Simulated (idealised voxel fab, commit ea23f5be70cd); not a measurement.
Name of the process module below: voxel self aligned vias
In the cross-section labelled cut, the width is 225 nm and each square cell is 5 nm.
The cross-sections in this document take the form of a grid made of square cells. They are written out as bands, in order from top to bottom. Each band consists of one or more rows of cells. Top, bottom (nm), then materials left to right with widths (nm); lone material tagged "all across" fills the whole band edge to edge; "air" = empty space. Heights from 0 (as-received wafer is one material below). Bottom band endless downward, as "0 and below". Read "30->40" as a graded width: first number on top, second number at the bottom, same change between each pair of neighbouring rows. Reading "no change occurred" for a step: not a cell of the cross-section changed in it. The entry "Enclosed empty spaces" lists the empty spaces that cover at least 8 cells and have no open path to the top. Each is written as width x height at distance, where the distance is measured from the left edge and all three values are in nm. Where a step's line continues beyond its settings, the continuation is a remark by the simulator itself on that step. "overlay nm" on a masked step: distance the mask lay right of its planned place, negative for left.
### List of planned process steps
| 1 | RECEIVE: material Si |
| 2 | CONFORMAL_DEP: material SiO2, thk nm 15 |
| 3 | CONFORMAL_DEP: material SiCN, thk nm 5 |
| 4 | DIRECTIONAL_DEP: material SiO2, thk nm 25 |
| 5 | MASKED_ETCH: tone open, mask id LINES, width nm 25, pitch nm 55, etch materials SiO2, depth nm 25, overlay nm 0 |
| 6 | CONFORMAL_DEP: material TiN, thk nm 5 |
| 7 | FILL_DEP: material W, thk nm 10 |
| 8 | CMP: height nm 45 |
| 9 | SELECTIVE_ETCH: etch materials W Ru TiN, depth nm 5 |
| 10 | FILL_DEP: material SiN, thk nm 5 |
| 11 | CMP: height nm 45 |
| 12 | DIRECTIONAL_DEP: material SiO2, thk nm 15 |
| 13 | MASKED_ETCH: tone open, mask id VIAS, width nm 35, pitch nm 55, etch materials SiO2, depth nm 15, overlay nm 0 |
| 14 | MASKED_ETCH: tone open, mask id VIAS, width nm 35, pitch nm 55, etch materials SiN, depth nm 5, overlay nm 0 |
| 15 | CONFORMAL_DEP: material TiN, thk nm 5 |
| 16 | FILL_DEP: material W, thk nm 10 |
| 17 | CMP: height nm 60 |
| 18 | CONFORMAL_DEP: material SiN, thk nm 5 |
### Cross-section of the wafer upon arrival, representing the state reached after step 1
    0 and below: Si all across
    Enclosed empty spaces: none
### First of two wafers: cross-section at end of module, run per plan
    65 down to 60: SiN all across
    60 down to 50: SiO2: 65  TiN: 5  W: 25  TiN: 5  SiO2: 20  TiN: 5  W: 25  TiN: 5  SiO2: 70
    50 down to 45: SiO2: 65  TiN: 10  W: 15  TiN: 10  SiO2: 20  TiN: 10  W: 15  TiN: 10  SiO2: 70
    45 down to 40: SiO2: 70  TiN: 25  SiO2: 30  TiN: 25  SiO2: 75
    40 down to 25: SiO2: 70  TiN: 5  W: 15  TiN: 5  SiO2: 30  TiN: 5  W: 15  TiN: 5  SiO2: 75
    25 down to 20: SiO2: 70  TiN: 25  SiO2: 30  TiN: 25  SiO2: 75
    20 down to 15: SiCN all across
    15 down to 0: SiO2 all across
    0 and below: Si all across
    Enclosed empty spaces: none
### Second wafer cross-section at end of module - shared start and plan with the first, one mistake in the run
    65 down to 60: SiN all across
    60 down to 50: SiO2: 65  TiN: 5  W: 25  TiN: 5  SiO2: 20  TiN: 5  W: 25  TiN: 5  SiO2: 70
    50 down to 45: SiO2: 65  TiN: 35  SiO2: 20  TiN: 35  SiO2: 70
    45 down to 40: SiO2: 70  W: 25  SiO2: 30  W: 25  SiO2: 75
    40 down to 25: SiO2: 70  TiN: 5  W: 15  TiN: 5  SiO2: 30  TiN: 5  W: 15  TiN: 5  SiO2: 75
    25 down to 20: SiO2: 70  TiN: 25  SiO2: 30  TiN: 25  SiO2: 75
    20 down to 15: SiCN all across
    15 down to 0: SiO2 all across
    0 and below: Si all across
    Enclosed empty spaces: none
What went wrong in running the wafer? step 10 was run on a setting that differed from the plan, and what really ran there is FILL_DEP: material W, thk nm 5
At the finish, the second wafer shows more or fewer cells for some materials than the first does: -4 TiN; +4 W
